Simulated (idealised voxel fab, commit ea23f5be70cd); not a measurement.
process module | voxel released beams
cross-section cut | 200 nm wide | cells 5 nm
A cross-section is a grid of square cells, given in bands from the top down. A band is one or more rows of cells.
Each band's line starts with the height of the band's top and of its bottom, in nm. Then come its materials from left to right, each with its width in nm. One material with "throughout" fills the band from edge to edge. "air" is empty space.
Height 0 is the level under which the wafer as received is all one material. The lowest band goes on downwards, as in "0 down".
A width such as "30 to 40" changes by the same amount from each row of cells to the next, from the band's top row to its bottom row.
"no change" after a step means that no cell of the cross-section changed.
closed voids: empty space of 8 cells or more with no open way to the top, each as width x height at its distance from the left edge, in nm
after a step's settings: what the simulator itself notes on the step
overlay nm, on a step with a mask: how far to the right of its planned place the mask lay; to the left if negative
plan
1 op RECEIVE | material Si
2 op CONFORMAL_DEP | material SiN | thk nm 5
3 op DIRECTIONAL_DEP | material SiO2 | thk nm 20
4 op PATTERN | tone open | mask id ANCHOR | material resist | width nm 35 | thk nm 20 | overlay nm 0
5 op DIRECTIONAL_ETCH | etch materials SiO2 | depth nm 20
6 op STRIP | etch materials resist
7 op CONFORMAL_DEP | material TiN | thk nm 15
8 op MASKED_ETCH | tone cover | mask id BEAM | width nm 120 | etch materials TiN | depth nm 15 | overlay nm 0
9 op STRIP | etch materials SiO2
as received, after step 1
  0 down: Si throughout
  closed voids: none
first wafer at the end, as planned
  40 to 25: air 35 | TiN 20 | air 5 | TiN 95 | air 45
  25 to 20: air 40 | TiN 15 | air 5 | TiN 15 | air 125
  20 to 5: air 40 | TiN 35 | air 125
  5 to 0: SiN throughout
  0 down: Si throughout
  closed voids: none
second wafer at the end: like start, like plan, one mistake
  40 to 25: air 35 | TiN 120 | air 45
  25 to 20: SiN throughout
  20 to 0: SiO2 throughout
  0 down: Si throughout
  closed voids: none
what went wrong: steps 2 and 3 were swapped
at the end the second wafer has, in cells: 160 more of SiO2 | 24 fewer of TiN
